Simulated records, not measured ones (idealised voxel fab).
voxel self aligned vias: a process module
Xsec cut, 240 nm wide, square cell size 5 nm.
When this document writes out a cross-section, it uses a grid of square cells and lists it as bands, beginning at the top and moving down, with a band standing for one or more rows of cells.
Each band's line starts with the height of the band's top and of its bottom, in nm. Then come its materials from left to right, each with its width in nm. One material with "throughout" fills the band from edge to edge. "blank" is empty space.
Height 0 is the level under which the wafer as received is all one material. The lowest band goes on downwards, as in "0 down".
You'd read "30 to 40" like this: the band's top row of cells is as wide as the first number, its bottom row is as wide as the second, and going down, every row changes width by the same amount as the row before did.
No cell of the cross-section changed in a step that is given as "nothing got changed".
Any empty space of 8 cells or more lacking an open way to the top shows up in "Closed void inventory" as width x height at distance, distance from the left edge, in nm.
Heads up: the bit after the settings on a step's line is the simulator's remark on that step.
Among the settings permitted on a step's line is "overlay nm"; applied to a step with a mask, it specifies the extent to which the mask lay to the right of its planned position, whereas a negative figure signifies a position to the left.

## The process steps that were planned are listed below
1,RECEIVE with material Si
2,CONFORMAL_DEP with material SiO2, thk nm 10
3,CONFORMAL_DEP with material SiCN, thk nm 5
4,DIRECTIONAL_DEP with material SiO2, thk nm 25
5,PATTERN with tone open, mask id LINES, material resist, width nm 15, pitch nm 65, thk nm 15, overlay nm 0
6,DIRECTIONAL_ETCH with etch materials SiO2, depth nm 25
7,STRIP with etch materials resist
8,CONFORMAL_DEP with material TiN, thk nm 5
9,FILL_DEP with material W, thk nm 10
10,CMP with height nm 40
11,SELECTIVE_ETCH with etch materials W Ru TiN, depth nm 10
12,FILL_DEP with material SiN, thk nm 5
13,CMP with height nm 40
14,DIRECTIONAL_DEP with material SiO2, thk nm 15
15,DIRECTIONAL_DEP with material aC, thk nm 10
16,PATTERN with tone open, mask id VIAS, material resist, width nm 40, pitch nm 65, thk nm 30, overlay nm 0
17,DIRECTIONAL_ETCH with etch materials aC, depth nm 10
18,STRIP with etch materials resist
19,DIRECTIONAL_ETCH with etch materials SiO2, depth nm 15
20,DIRECTIONAL_ETCH with etch materials SiN, depth nm 10
21,STRIP with etch materials aC
22,CONFORMAL_DEP with material TiN, thk nm 5
23,FILL_DEP with material Ru, thk nm 5
24,CMP with height nm 55
25,CONFORMAL_DEP with material SiN, thk nm 5
Split variable: width nm, step 5. Plan value = first wafer. Wafers start alike.

## Here's the first of the wafers in cross-section, just as we got it, i.e. after step 1
0 down | Si throughout
Closed void inventory: none

## Take a look at the first of several wafers in cross-section: the module is done, and step 25 was its last step
60 to 55 | SiN throughout
55 to 45 | 65 nm SiO2, 5 nm TiN, 30 nm Ru, 5 nm TiN, 25 nm SiO2, 5 nm TiN, 30 nm Ru, 5 nm TiN, 70 nm SiO2
45 to 35 | 65 to 80 nm SiO2, 20 to 5 nm TiN, 5 nm Ru, 15 to 5 nm TiN, 25 to 50 nm SiO2, 20 to 5 nm TiN, 5 nm Ru, 15 to 5 nm TiN, 70 to 80 nm SiO2
35 to 30 | 80 nm SiO2, 15 nm TiN, 50 nm SiO2, 15 nm TiN, 80 nm SiO2
30 to 20 | 80 nm SiO2, 5 nm TiN, 5 nm W, 5 nm TiN, 50 nm SiO2, 5 nm TiN, 5 nm W, 5 nm TiN, 80 nm SiO2
20 to 15 | 80 nm SiO2, 15 nm TiN, 50 nm SiO2, 15 nm TiN, 80 nm SiO2
15 to 10 | SiCN throughout
10 to 0 | SiO2 throughout
0 down | Si throughout
Closed void inventory: none

## Here's the last wafer cross-sectioned at the end of the module
60 to 55 | SiN throughout
55 to 45 | 65 nm SiO2, 5 nm TiN, 30 nm Ru, 5 nm TiN, 25 nm SiO2, 5 nm TiN, 30 nm Ru, 5 nm TiN, 70 nm SiO2
45 to 35 | 65 to 70 nm SiO2, 10 to 5 nm TiN, 25 nm Ru, 5 nm TiN, 25 to 30 nm SiO2, 10 to 5 nm TiN, 25 nm Ru, 5 nm TiN, 70 nm SiO2
35 to 30 | 70 nm SiO2, 35 nm TiN, 30 nm SiO2, 35 nm TiN, 70 nm SiO2
30 to 20 | 70 nm SiO2, 5 nm TiN, 25 nm W, 5 nm TiN, 30 nm SiO2, 5 nm TiN, 25 nm W, 5 nm TiN, 70 nm SiO2
20 to 15 | 70 nm SiO2, 35 nm TiN, 30 nm SiO2, 35 nm TiN, 70 nm SiO2
15 to 10 | SiCN throughout
10 to 0 | SiO2 throughout
0 down | Si throughout
Closed void inventory: none

## Every row in this table is a wafer at the end of the module, and it gives, for each of the materials, the cells that wafer has gained (+) or lost (-) since it was received, then its closed voids
width nm 15; +28 Ru; +48 SiCN; +48 SiN; +402 SiO2; +46 TiN; +4 W; Closed void inventory: none
width nm 20; +32 Ru; +48 SiCN; +48 SiN; +392 SiO2; +48 TiN; +8 W; Closed void inventory: none
width nm 25; +36 Ru; +48 SiCN; +48 SiN; +382 SiO2; +50 TiN; +12 W; Closed void inventory: none
width nm 30; +40 Ru; +48 SiCN; +48 SiN; +372 SiO2; +52 TiN; +16 W; Closed void inventory: none
width nm 35; +44 Ru; +48 SiCN; +48 SiN; +362 SiO2; +54 TiN; +20 W; Closed void inventory: none
